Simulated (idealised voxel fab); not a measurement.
process module | voxel transistor to metal
cross-section cut | 175 nm wide | cells 5 nm
A cross-section is a grid of square cells, given in bands from the top down. A band is one or more rows of cells.
Each band's line starts with the height of the band's top and of its bottom, in nm. Then come its materials from left to right, each with its width in nm. One material with "throughout" fills the band from edge to edge. "air" is empty space.
Height 0 is the level under which the wafer as received is all one material. The lowest band goes on downwards, as in "0 down".
A width such as "30 to 40" changes by the same amount from each row of cells to the next, from the band's top row to its bottom row.
"no change" after a step means that no cell of the cross-section changed.
closed voids: empty space of 8 cells or more with no open way to the top, each as width x height at its distance from the left edge, in nm
after a step's settings: what the simulator itself notes on the step
overlay nm, on a step with a mask: how far to the right of its planned place the mask lay; to the left if negative
plan
1 op RECEIVE | material Si
2 op OXIDIZE | depth nm 5
3 op CONFORMAL_DEP | material SiN | thk nm 15
4 op PATTERN | tone cover | mask id ACTIVE | material resist | width nm 105 | thk nm 15 | overlay nm 0
5 op DIRECTIONAL_ETCH | etch materials SiN | depth nm 15
6 op DIRECTIONAL_ETCH | etch materials SiO2 | depth nm 5
7 op DIRECTIONAL_ETCH | etch materials Si | depth nm 30
8 op STRIP | etch materials resist
9 op OXIDIZE | depth nm 5
10 op FILL_DEP | material SiO2 | thk nm 15
11 op CMP | height nm 15
12 op SELECTIVE_ETCH | etch materials SiO2 | depth nm 5
13 op STRIP | etch materials SiN
14 op SELECTIVE_ETCH | etch materials SiO2 | depth nm 5
15 op OXIDIZE | depth nm 5
16 op DIRECTIONAL_DEP | material polySi | thk nm 30
17 op DIRECTIONAL_DEP | material SiCN | thk nm 10
18 op DIRECTIONAL_DEP | material aC | thk nm 10
19 op PATTERN | tone cover | mask id GATE | material resist | width nm 25 | thk nm 30 | overlay nm 0
20 op DIRECTIONAL_ETCH | etch materials aC | depth nm 10
21 op STRIP | etch materials resist
22 op DIRECTIONAL_ETCH | etch materials SiCN | depth nm 20
23 op DIRECTIONAL_ETCH | etch materials polySi | depth nm 40
24 op STRIP | etch materials aC
25 op CONFORMAL_DEP | material SiN | thk nm 10
26 op DIRECTIONAL_ETCH | etch materials SiN | depth nm 10
27 op DIRECTIONAL_ETCH | etch materials SiO2 | depth nm 5
28 op DIRECTIONAL_ETCH | etch materials Si | depth nm 10
29 op EPI | material SiGe | thk nm 10
30 op FILL_DEP | material SiO2 | thk nm 10
31 op CMP | height nm 25
32 op STRIP | etch materials polySi
33 op SELECTIVE_ETCH | etch materials SiO2 | depth nm 5
34 op CONFORMAL_DEP | material HfO2 | thk nm 5
35 op CONFORMAL_DEP | material TiN | thk nm 5
36 op FILL_DEP | material W | thk nm 5
37 op CMP | height nm 20
38 op DIRECTIONAL_DEP | material SiO2 | thk nm 15
39 op MASKED_ETCH | tone open | mask id CONTACT | width nm 20 | pitch nm 75 | etch materials SiO2 | depth nm 45 | overlay nm 0
40 op CONFORMAL_DEP | material TiN | thk nm 5
41 op FILL_DEP | material Ru | thk nm 5
42 op CMP | height nm 35
43 op DIRECTIONAL_DEP | material TiN | thk nm 5
44 op DIRECTIONAL_DEP | material W | thk nm 25
45 op DIRECTIONAL_DEP | material aC | thk nm 15
46 op PATTERN | tone cover | mask id METAL_1 | material resist | width nm 20 | pitch nm 75 | thk nm 35 | overlay nm 0
47 op DIRECTIONAL_ETCH | etch materials aC | depth nm 15
48 op STRIP | etch materials resist
49 op DIRECTIONAL_ETCH | etch materials W | depth nm 25
50 op DIRECTIONAL_ETCH | etch materials TiN | depth nm 5
51 op STRIP | etch materials aC
52 op FILL_DEP | material SiO2 | thk nm 5
53 op CMP | height nm 65
54 op CONFORMAL_DEP | material SiCN | thk nm 5
55 op DIRECTIONAL_DEP | material lowk | thk nm 30
56 op DIRECTIONAL_DEP | material aC | thk nm 15
57 op PATTERN | tone open | mask id METAL_2 | material resist | width nm 20 | pitch nm 75 | thk nm 30 | overlay nm 0
58 op DIRECTIONAL_ETCH | etch materials aC | depth nm 15
59 op STRIP | etch materials resist
60 op DIRECTIONAL_ETCH | etch materials lowk | depth nm 15
61 op STRIP | etch materials aC
62 op DIRECTIONAL_DEP | material aC | thk nm 15
63 op PATTERN | tone open | mask id METAL_2_HOLES | material resist | width nm 15 | pitch nm 75 | thk nm 30 | overlay nm 0
64 op DIRECTIONAL_ETCH | etch materials aC | depth nm 15
65 op STRIP | etch materials resist
66 op DIRECTIONAL_ETCH | etch materials lowk | depth nm 15
67 op DIRECTIONAL_ETCH | etch materials SiCN | depth nm 5
68 op STRIP | etch materials aC
69 op CONFORMAL_DEP | material TiN | thk nm 5
70 op FILL_DEP | material Cu | thk nm 5
71 op CMP | height nm 100
72 op CONFORMAL_DEP | material SiN | thk nm 5
as received, after step 1
  0 down: Si throughout
  closed voids: none
a wafer at the end: this start, this plan, one mistake
  105 to 100: SiN throughout
  100 to 90: lowk 40 | TiN 5 | Cu 10 | TiN 5 | lowk 55 | TiN 5 | Cu 10 | TiN 5 | lowk 40
  90 to 85: lowk 40 | TiN 5 | Cu 5 | TiN 10 | lowk 55 | TiN 5 | Cu 5 | TiN 10 | lowk 40
  85 to 70: lowk 40 | TiN 5 | Cu 5 | TiN 5 | lowk 60 | TiN 5 | Cu 5 | TiN 5 | lowk 45
  70 to 65: SiCN 40 | TiN 15 | SiCN 60 | TiN 15 | SiCN 45
  65 to 40: SiO2 40 | W 20 | SiO2 55 | W 20 | SiO2 40
  40 to 35: SiO2 40 | TiN 20 | SiO2 55 | TiN 20 | SiO2 40
  35 to 20: SiO2 40 | TiN 5 | Ru 10 | TiN 5 | SiO2 55 | TiN 5 | Ru 10 | TiN 5 | SiO2 40
  20 to 5: SiO2 40 | TiN 5 | Ru 10 | TiN 5 | SiN 10 | HfO2 5 | TiN 5 | W 15 | TiN 5 | HfO2 5 | SiN 10 | TiN 5 | Ru 10 | TiN 5 | SiO2 40
  5 to 0: SiO2 30 | SiN 10 | TiN 20 | SiN 10 | HfO2 5 | TiN 5 | W 15 | TiN 5 | HfO2 5 | SiN 10 | TiN 20 | SiN 10 | SiO2 30
  0 to -5: SiO2 30 | SiN 10 | TiN 10 | SiGe 10 | SiN 10 | HfO2 5 | TiN 25 | HfO2 5 | SiN 10 | SiGe 10 | TiN 10 | SiN 10 | SiO2 30
  -5 to -10: SiO2 40 | TiN 10 | SiGe 10 | SiO2 5 | HfO2 45 | SiO2 5 | SiGe 10 | TiN 10 | SiO2 40
  -10 to -20: SiO2 40 | SiGe 20 | Si 55 | SiGe 20 | SiO2 40
  -20 to -40: SiO2 40 | Si 95 | SiO2 40
  -40 down: Si throughout
  closed voids: none
what went wrong: step 19 ran as: op PATTERN | tone cover | mask id GATE | material resist | width nm 35 | thk nm 30 | overlay nm 0
